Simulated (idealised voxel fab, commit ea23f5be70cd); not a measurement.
The following is a process module called voxel self aligned vias.
Xsec cut, 285 nm wide, square cell size 5 nm.
Just so we're on the same page, the cross-sections are grids of square cells, and they're listed out in bands top to bottom, each band one or more rows deep. Quick guide to a band line: top height, bottom height (nm) up front; then every material left to right with its width in nm. Only one material and it's marked "full width"? Then it fills the band edge to edge. And "air" just means empty space. Convention: height 0 is the level below which the wafer, as received, is all one material. The lowest band does not terminate at the bottom but continues downward, represented as "0..down". So if you see something like "30->40" for the width, read it as the top row of the band sitting at the first number and the bottom row at the second, with every row in between moving by the same amount as the last. Step marked "everything unchanged"? Then no cell in the cross-section changed in it. "Voids lacking openings": sealed empty spaces, 8 cells or more, no open way to top, listed width x height at distance, with distance from the left edge and width, height and distance in nm. Heads up: the bit after the settings on a step's line is the simulator's remark on that step. The "overlay nm" setting may appear on a step's line; for a step that uses a mask, it gives how far to the right of its planned position the mask lay, and a negative value indicates the left.

Process steps - plan:
- 1: RECEIVE | material Si
- 2: CONFORMAL_DEP | material SiO2 | thk nm 10
- 3: CONFORMAL_DEP | material SiCN | thk nm 5
- 4: DIRECTIONAL_DEP | material lowk | thk nm 30
- 5: MASKED_ETCH | tone open | mask id LINES | width nm 30 | pitch nm 75 | etch materials lowk | depth nm 30 | overlay nm 0
- 6: CONFORMAL_DEP | material TiN | thk nm 5
- 7: FILL_DEP | material Ru | thk nm 5
- 8: CMP | height nm 45
- 9: SELECTIVE_ETCH | etch materials W Ru TiN | depth nm 5
- 10: FILL_DEP | material SiN | thk nm 5
- 11: CMP | height nm 45
- 12: DIRECTIONAL_DEP | material lowk | thk nm 20
- 13: MASKED_ETCH | tone open | mask id VIAS | width nm 50 | pitch nm 75 | etch materials lowk | depth nm 20 | overlay nm 0
- 14: MASKED_ETCH | tone open | mask id VIAS | width nm 50 | pitch nm 75 | etch materials SiN | depth nm 5 | overlay nm 0
- 15: CONFORMAL_DEP | material TiN | thk nm 5
- 16: FILL_DEP | material Cu | thk nm 5
- 17: CMP | height nm 65
- 18: CONFORMAL_DEP | material SiCN | thk nm 5

So, the first of our two wafers, run just as we planned it:

Wafer as received: cross-section following step 1:
* 0..down | Si full width
* Voids lacking openings: none

You're looking at a cross-section of the wafer after step 2:
* 10..0 | SiO2 full width
* For the remainder of the cross-section, below 0, there is no change.

You're looking at a cross-section of the wafer after step 3:
* 15..10 | SiCN full width
* For the remainder of the cross-section, below 10, there is no change.

You're looking at a cross-section of the wafer after step 4:
* 45..15 | lowk full width
* For the remainder of the cross-section, below 15, there is no change.

You're looking at a cross-section of the wafer after step 5:
* 45..15 | lowk: 90 / air: 30 / lowk: 45 / air: 30 / lowk: 90
* For the remainder of the cross-section, below 15, there is no change.

You're looking at a cross-section of the wafer after step 6:
* 50..45 | TiN: 95 / air: 20 / TiN: 55 / air: 20 / TiN: 95
* 45..20 | lowk: 90 / TiN: 5 / air: 20 / TiN: 5 / lowk: 45 / TiN: 5 / air: 20 / TiN: 5 / lowk: 90
* 20..15 | lowk: 90 / TiN: 30 / lowk: 45 / TiN: 30 / lowk: 90
* For the remainder of the cross-section, below 15, there is no change.

You're looking at a cross-section of the wafer after step 7:
* 55..50 | Ru full width
* 50..45 | TiN: 95 / Ru: 20 / TiN: 55 / Ru: 20 / TiN: 95
* 45..20 | lowk: 90 / TiN: 5 / Ru: 20 / TiN: 5 / lowk: 45 / TiN: 5 / Ru: 20 / TiN: 5 / lowk: 90
* For the remainder of the cross-section, below 20, there is no change.

You're looking at a cross-section of the wafer after step 8:
* 45..20 | lowk: 90 / TiN: 5 / Ru: 20 / TiN: 5 / lowk: 45 / TiN: 5 / Ru: 20 / TiN: 5 / lowk: 90
* For the remainder of the cross-section, below 20, there is no change.

You're looking at a cross-section of the wafer after step 9:
* 45..40 | lowk: 90 / air: 30 / lowk: 45 / air: 30 / lowk: 90
* For the remainder of the cross-section, below 40, there is no change.

You're looking at a cross-section of the wafer after step 10:
* 50..45 | SiN full width
* 45..40 | lowk: 90 / SiN: 30 / lowk: 45 / SiN: 30 / lowk: 90
* For the remainder of the cross-section, below 40, there is no change.

You're looking at a cross-section of the wafer after step 11:
* 45..40 | lowk: 90 / SiN: 30 / lowk: 45 / SiN: 30 / lowk: 90
* For the remainder of the cross-section, below 40, there is no change.

You're looking at a cross-section of the wafer after step 12:
* 65..45 | lowk full width
* For the remainder of the cross-section, below 45, there is no change.

You're looking at a cross-section of the wafer after step 13:
* 65..45 | lowk: 80 / air: 50 / lowk: 25 / air: 50 / lowk: 80
* For the remainder of the cross-section, below 45, there is no change.

You're looking at a cross-section of the wafer after step 14:
* 65..45 | lowk: 80 / air: 50 / lowk: 25 / air: 50 / lowk: 80
* 45..40 | lowk: 90 / air: 30 / lowk: 45 / air: 30 / lowk: 90
* For the remainder of the cross-section, below 40, there is no change.

You're looking at a cross-section of the wafer after step 15:
* 70..65 | TiN: 85 / air: 40 / TiN: 35 / air: 40 / TiN: 85
* 65..50 | lowk: 80 / TiN: 5 / air: 40 / TiN: 5 / lowk: 25 / TiN: 5 / air: 40 / TiN: 5 / lowk: 80
* 50..45 | lowk: 80 / TiN: 15 / air: 20 / TiN: 15 / lowk: 25 / TiN: 15 / air: 20 / TiN: 15 / lowk: 80
* 45..40 | lowk: 90 / TiN: 30 / lowk: 45 / TiN: 30 / lowk: 90
* For the remainder of the cross-section, below 40, there is no change.

You're looking at a cross-section of the wafer after step 16:
* 75..70 | Cu full width
* 70..65 | TiN: 85 / Cu: 40 / TiN: 35 / Cu: 40 / TiN: 85
* 65..50 | lowk: 80 / TiN: 5 / Cu: 40 / TiN: 5 / lowk: 25 / TiN: 5 / Cu: 40 / TiN: 5 / lowk: 80
* 50..45 | lowk: 80 / TiN: 15 / Cu: 20 / TiN: 15 / lowk: 25 / TiN: 15 / Cu: 20 / TiN: 15 / lowk: 80
* For the remainder of the cross-section, below 45, there is no change.

You're looking at a cross-section of the wafer after step 17:
* 65..50 | lowk: 80 / TiN: 5 / Cu: 40 / TiN: 5 / lowk: 25 / TiN: 5 / Cu: 40 / TiN: 5 / lowk: 80
* For the remainder of the cross-section, below 50, there is no change.

You're looking at a cross-section of the wafer after step 18:
* 70..65 | SiCN full width
* For the remainder of the cross-section, below 65, there is no change.

Second Wafer (Identical Start and Plan, One Processing Error; Matches First Wafer Through Step 7):

Cross-sectional representation of the second wafer at the time designated in the plan for the completion of step 8:
* 40..20 | lowk: 90 / TiN: 5 / Ru: 20 / TiN: 5 / lowk: 45 / TiN: 5 / Ru: 20 / TiN: 5 / lowk: 90
* For the remainder of the cross-section, below 20, there is no change.

Cross-sectional representation of the second wafer at the time designated in the plan for the completion of step 9:
* 40..35 | lowk: 90 / air: 30 / lowk: 45 / air: 30 / lowk: 90
* For the remainder of the cross-section, below 35, there is no change.

Cross-sectional representation of the second wafer at the time designated in the plan for the completion of step 10:
* 45..40 | SiN full width
* 40..35 | lowk: 90 / SiN: 30 / lowk: 45 / SiN: 30 / lowk: 90
* For the remainder of the cross-section, below 35, there is no change.

Cross-sectional representation of the second wafer at the time designated in the plan for the completion of step 11: everything unchanged

Cross-sectional representation of the second wafer at the time designated in the plan for the completion of step 12:
* 65..45 | lowk full width
* For the remainder of the cross-section, below 45, there is no change.

Cross-sectional representation of the second wafer at the time designated in the plan for the completion of step 13:
* 65..45 | lowk: 80 / air: 50 / lowk: 25 / air: 50 / lowk: 80
* For the remainder of the cross-section, below 45, there is no change.

Cross-sectional representation of the second wafer at the time designated in the plan for the completion of step 14:
* 65..45 | lowk: 80 / air: 50 / lowk: 25 / air: 50 / lowk: 80
* 45..40 | SiN: 80 / air: 50 / SiN: 25 / air: 50 / SiN: 80
* For the remainder of the cross-section, below 40, there is no change.

Cross-sectional representation of the second wafer at the time designated in the plan for the completion of step 15:
* 70..65 | TiN: 85 / air: 40 / TiN: 35 / air: 40 / TiN: 85
* 65..45 | lowk: 80 / TiN: 5 / air: 40 / TiN: 5 / lowk: 25 / TiN: 5 / air: 40 / TiN: 5 / lowk: 80
* 45..40 | SiN: 80 / TiN: 50 / SiN: 25 / TiN: 50 / SiN: 80
* For the remainder of the cross-section, below 40, there is no change.

Cross-sectional representation of the second wafer at the time designated in the plan for the completion of step 16:
* 75..70 | Cu full width
* 70..65 | TiN: 85 / Cu: 40 / TiN: 35 / Cu: 40 / TiN: 85
* 65..45 | lowk: 80 / TiN: 5 / Cu: 40 / TiN: 5 / lowk: 25 / TiN: 5 / Cu: 40 / TiN: 5 / lowk: 80
* For the remainder of the cross-section, below 45, there is no change.

Cross-sectional representation of the second wafer at the time designated in the plan for the completion of step 17:
* 65..45 | lowk: 80 / TiN: 5 / Cu: 40 / TiN: 5 / lowk: 25 / TiN: 5 / Cu: 40 / TiN: 5 / lowk: 80
* For the remainder of the cross-section, below 45, there is no change.

Cross-sectional representation of the second wafer at the time designated in the plan for the completion of step 18:
* 70..65 | SiCN full width
* For the remainder of the cross-section, below 65, there is no change.
Where did the run depart from the plan? the process deviated at step 8: the operation and settings actually run there were CMP | height nm 40
Once processing is complete, comparing cell counts shows that the second wafer has more or fewer of certain materials than the first: +8 Cu, -8 Ru, +49 SiN, -4 TiN, -45 lowk
